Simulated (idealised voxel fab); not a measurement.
The name of this process module is voxel wiring stack.
Square cells of 5 nm make up the cross-section cut, whose width is 205 nm.
Cross-section layout: square cells on a grid; listed as bands, top to bottom; a band spans one or more cell rows. The entry gives the band's vertical extent as a top height and a bottom height in nm, then its horizontal make-up as materials from left to right, each with a width in nm. "air" stands for empty space; a single material marked "all across" fills the band edge to edge. Ref level 0: as-received wafer is one material below here. Bottom band extends down with no lower bound ("0 down"). You'd read "30..40" like this: the band's top row of cells is as wide as the first number, its bottom row is as wide as the second, and going down, every row changes width by the same amount as the row before did. Key: "no change" - step with no changed cell in the cross-section. What "Enclosed void inventory" gives you is every empty space of 8 cells or more that is cut off from the top. Each appears as width x height at distance, with the distance taken from the left edge and width, height and distance all in nm. What comes after the settings on a step's line is commentary from the simulator itself on that step. "overlay nm" answers the question of how far to the right of plan the mask lay on a step that has a mask, and when it is negative the answer is to the left.
### These are the steps we planned for the process
- 1: RECEIVE with material Si
- 2: CONFORMAL_DEP with material SiO2, thk nm 10
- 3: CONFORMAL_DEP with material SiN, thk nm 5
- 4: DIRECTIONAL_DEP with material SiO2, thk nm 20
- 5: DIRECTIONAL_DEP with material aC, thk nm 15
- 6: PATTERN with tone open, mask id METAL_1, material resist, width nm 25, pitch nm 50, thk nm 35, overlay nm 0
- 7: DIRECTIONAL_ETCH with etch materials aC, depth nm 15
- 8: STRIP with etch materials resist
- 9: DIRECTIONAL_ETCH with etch materials SiO2, depth nm 20
- 10: DIRECTIONAL_ETCH with etch materials SiN, depth nm 5
- 11: STRIP with etch materials aC
- 12: CONFORMAL_DEP with material TiN, thk nm 5
- 13: FILL_DEP with material W, thk nm 5
- 14: CMP with height nm 35
- 15: EPI with material Ru, thk nm 5
- 16: FILL_DEP with material SiCN, thk nm 5
- 17: DIRECTIONAL_DEP with material lowk, thk nm 35
- 18: MASKED_ETCH with tone open, mask id METAL_2_HOLES, width nm 15, pitch nm 50, etch materials lowk, depth nm 35, overlay nm 0
- 19: MASKED_ETCH with tone open, mask id METAL_2, width nm 25, pitch nm 50, etch materials lowk, depth nm 20, overlay nm 0
- 20: MASKED_ETCH with tone open, mask id METAL_2, width nm 25, pitch nm 50, etch materials SiCN, depth nm 5, overlay nm 0
- 21: CONFORMAL_DEP with material TiN, thk nm 5
- 22: FILL_DEP with material Cu, thk nm 10
- 23: CMP with height nm 80
- 24: CONFORMAL_DEP with material SiCN, thk nm 5
- 25: DIRECTIONAL_DEP with material SiO2, thk nm 30
- 26: PATTERN with tone open, mask id METAL_3_HOLES, material resist, width nm 15, pitch nm 50, thk nm 15, overlay nm 0
- 27: DIRECTIONAL_ETCH with etch materials SiO2, depth nm 30
- 28: STRIP with etch materials resist
- 29: DIRECTIONAL_DEP with material aC, thk nm 15
- 30: PATTERN with tone open, mask id METAL_3, material resist, width nm 25, pitch nm 50, thk nm 35, overlay nm 0
- 31: DIRECTIONAL_ETCH with etch materials aC, depth nm 15
- 32: STRIP with etch materials resist
- 33: DIRECTIONAL_ETCH with etch materials SiO2, depth nm 20
- 34: DIRECTIONAL_ETCH with etch materials SiCN, depth nm 5
- 35: STRIP with etch materials aC
- 36: CONFORMAL_DEP with material TiN, thk nm 5
- 37: FILL_DEP with material Ru, thk nm 10
- 38: CMP with height nm 115
- 39: CONFORMAL_DEP with material SiCN, thk nm 5
### Received-state cross-section, reflecting completion of step 1
* 0 down  Si all across
* Enclosed void inventory: none
### Wafer cross-section at module end: first of two, run to plan
* 120 to 115  SiCN all across
* 115 to 100  SiO2 40 nm / TiN 5 nm / Ru 15 nm / TiN 5 nm / SiO2 25 nm / TiN 5 nm / Ru 15 nm / TiN 5 nm / SiO2 25 nm / TiN 5 nm / Ru 15 nm / TiN 5 nm / SiO2 40 nm
* 100 to 95  SiO2 40 nm / TiN 5 nm / Ru 5 nm / TiN 15 nm / SiO2 25 nm / TiN 5 nm / Ru 5 nm / TiN 15 nm / SiO2 25 nm / TiN 5 nm / Ru 5 nm / TiN 15 nm / SiO2 40 nm
* 95 to 85  SiO2 40 nm / TiN 5 nm / Ru 5 nm / TiN 5 nm / SiO2 35 nm / TiN 5 nm / Ru 5 nm / TiN 5 nm / SiO2 35 nm / TiN 5 nm / Ru 5 nm / TiN 5 nm / SiO2 50 nm
* 85 to 80  SiCN 40 nm / TiN 15 nm / SiCN 35 nm / TiN 15 nm / SiCN 35 nm / TiN 15 nm / SiCN 50 nm
* 80 to 65  lowk 40 nm / TiN 5 nm / Cu 15 nm / TiN 5 nm / lowk 25 nm / TiN 5 nm / Cu 15 nm / TiN 5 nm / lowk 25 nm / TiN 5 nm / Cu 15 nm / TiN 5 nm / lowk 40 nm
* 65 to 60  lowk 40 nm / TiN 5 nm / Cu 5 nm / TiN 15 nm / lowk 25 nm / TiN 5 nm / Cu 5 nm / TiN 15 nm / lowk 25 nm / TiN 5 nm / Cu 5 nm / TiN 15 nm / lowk 40 nm
* 60 to 45  lowk 40 nm / TiN 5 nm / Cu 5 nm / TiN 5 nm / lowk 35 nm / TiN 5 nm / Cu 5 nm / TiN 5 nm / lowk 35 nm / TiN 5 nm / Cu 5 nm / TiN 5 nm / lowk 50 nm
* 45 to 40  SiCN 40 nm / TiN 15 nm / SiCN 35 nm / TiN 15 nm / SiCN 35 nm / TiN 15 nm / SiCN 50 nm
* 40 to 35  SiCN 35 nm / Ru 35 nm / SiCN 15 nm / Ru 35 nm / SiCN 15 nm / Ru 35 nm / SiCN 35 nm
* 35 to 15  SiO2 40 nm / TiN 5 nm / W 15 nm / TiN 5 nm / SiO2 25 nm / TiN 5 nm / W 15 nm / TiN 5 nm / SiO2 25 nm / TiN 5 nm / W 15 nm / TiN 5 nm / SiO2 40 nm
* 15 to 10  SiN 40 nm / TiN 25 nm / SiN 25 nm / TiN 25 nm / SiN 25 nm / TiN 25 nm / SiN 40 nm
* 10 to 0  SiO2 all across
* 0 down  Si all across
* Enclosed void inventory: none
### Presented here is a cross-section of the second of the two wafers as it stood at the end of the module. It was started in the same manner and assigned the same plan as the first wafer; however, one mistake was made in its execution
* 120 to 115  SiCN all across
* 115 to 100  SiO2 40 nm / TiN 5 nm / Ru 15 nm / TiN 5 nm / SiO2 25 nm / TiN 5 nm / Ru 15 nm / TiN 5 nm / SiO2 25 nm / TiN 5 nm / Ru 15 nm / TiN 5 nm / SiO2 40 nm
* 100 to 95  SiO2 40 nm / TiN 5 nm / Ru 5 nm / TiN 15 nm / SiO2 25 nm / TiN 5 nm / Ru 5 nm / TiN 15 nm / SiO2 25 nm / TiN 5 nm / Ru 5 nm / TiN 15 nm / SiO2 40 nm
* 95 to 85  SiO2 40 nm / TiN 5 nm / Ru 5 nm / TiN 5 nm / SiO2 35 nm / TiN 5 nm / Ru 5 nm / TiN 5 nm / SiO2 35 nm / TiN 5 nm / Ru 5 nm / TiN 5 nm / SiO2 50 nm
* 85 to 80  SiCN 40 nm / TiN 15 nm / SiCN 35 nm / TiN 15 nm / SiCN 35 nm / TiN 15 nm / SiCN 50 nm
* 80 to 65  lowk 40 nm / TiN 5 nm / Cu 15 nm / TiN 5 nm / lowk 25 nm / TiN 5 nm / Cu 15 nm / TiN 5 nm / lowk 25 nm / TiN 5 nm / Cu 15 nm / TiN 5 nm / lowk 40 nm
* 65 to 60  lowk 40 nm / TiN 5 nm / Cu 5 nm / TiN 15 nm / lowk 25 nm / TiN 5 nm / Cu 5 nm / TiN 15 nm / lowk 25 nm / TiN 5 nm / Cu 5 nm / TiN 15 nm / lowk 40 nm
* 60 to 45  lowk 40 nm / TiN 5 nm / Cu 5 nm / TiN 5 nm / lowk 35 nm / TiN 5 nm / Cu 5 nm / TiN 5 nm / lowk 35 nm / TiN 5 nm / Cu 5 nm / TiN 5 nm / lowk 50 nm
* 45 to 40  SiCN 40 nm / TiN 15 nm / SiCN 35 nm / TiN 15 nm / SiCN 35 nm / TiN 15 nm / SiCN 50 nm
* 40 to 35  SiCN 35 nm / Ru 35 nm / SiCN 15 nm / Ru 35 nm / SiCN 15 nm / Ru 35 nm / SiCN 35 nm
* 35 to 20  SiO2 40 nm / TiN 5 nm / W 15 nm / TiN 5 nm / SiO2 25 nm / TiN 5 nm / W 15 nm / TiN 5 nm / SiO2 25 nm / TiN 5 nm / W 15 nm / TiN 5 nm / SiO2 40 nm
* 20 to 15  SiO2 40 nm / TiN 25 nm / SiO2 25 nm / TiN 25 nm / SiO2 25 nm / TiN 25 nm / SiO2 40 nm
* 15 to 5  SiO2 all across
* 5 to 0  SiN all across
* 0 down  Si all across
* Enclosed void inventory: none
In executing the process, a mistake was made relative to the plan: steps 2 and 3 of the plan were each performed in the slot designated for the other
End check, counted in cells, second wafer has more or fewer of these materials than the first: SiN: 15 more | TiN: 6 fewer | W: 9 fewer
